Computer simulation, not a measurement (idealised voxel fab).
process module | voxel fin reveal
Displayed cross-section: cut, width of 175 nm, square cells sized 5 nm.
When this document writes out a cross-section, it uses a grid of square cells and lists it as bands, beginning at the top and moving down, with a band standing for one or more rows of cells. Band: top and bottom heights (nm) first, top before bottom; then materials from left to right, widths in nm. "edge to edge" marks a sole material filling the band edge to edge. "blank" denotes empty space. Height 0 is the level under which the wafer as received is all one material. The lowest band goes on downwards, as in "z 0 and below". Read "30 to 40" as a graded width: first number on top, second number at the bottom, same change between each pair of neighbouring rows. The cross-section has no changed cell in any step marked "everything unchanged". "Enclosed cavity list" specifies each empty space that is not open to the top and that occupies no fewer than 8 cells, using the form width x height at distance, the distance measured from the left edge and all three quantities in nm. after a step's settings: what the simulator itself notes on the step. "overlay nm" answers the question of how far to the right of plan the mask lay on a step that has a mask, and when it is negative the answer is to the left.

**The process steps that were planned are listed below**
1,RECEIVE [material Si]
2,CONFORMAL_DEP [material SiN] [thk nm 5]
3,MASKED_ETCH [tone cover] [mask id FINS] [width nm 15] [pitch nm 40] [etch materials SiN] [depth nm 5] [overlay nm 0]
4,MASKED_ETCH [tone cover] [mask id FINS] [width nm 15] [pitch nm 40] [etch materials Si] [depth nm 35] [overlay nm 0]
5,FILL_DEP [material SiO2] [thk nm 10]
6,CMP [height nm 5]
7,SELECTIVE_ETCH [etch materials SiO2] [depth nm 20]
8,STRIP [etch materials SiN]

**Wafer cross-section on receipt, i.e. after step 1**
	z 0 and below | Si edge to edge
	Enclosed cavity list: none

**Cross-section taken at module completion on the first of two wafers; processed per the plan**
	z 0 to -15 | 40 blank, then 15 Si, then 25 blank, then 15 Si, then 25 blank, then 15 Si, then 40 blank
	z -15 to -35 | 40 SiO2, then 15 Si, then 25 SiO2, then 15 Si, then 25 SiO2, then 15 Si, then 40 SiO2
	z -35 and below | Si edge to edge
	Enclosed cavity list: none

**End of module, second wafer, cross-section. Started like the first, planned like the first, run with one mistake**
	z 0 to -15 | 40 blank, then 15 Si, then 25 blank, then 15 Si, then 25 blank, then 15 Si, then 40 blank
	z -15 to -45 | 40 SiO2, then 15 Si, then 25 SiO2, then 15 Si, then 25 SiO2, then 15 Si, then 40 SiO2
	z -45 and below | Si edge to edge
	Enclosed cavity list: none
Diagnosis: the process deviated at step 4: the operation and settings actually run there were MASKED_ETCH [tone cover] [mask id FINS] [width nm 15] [pitch nm 40] [etch materials Si] [depth nm 45] [overlay nm 0]
It is noted that, at the conclusion of processing, the second wafer exhibits a higher or lower cell count for certain materials relative to the first: -52 Si, +52 SiO2
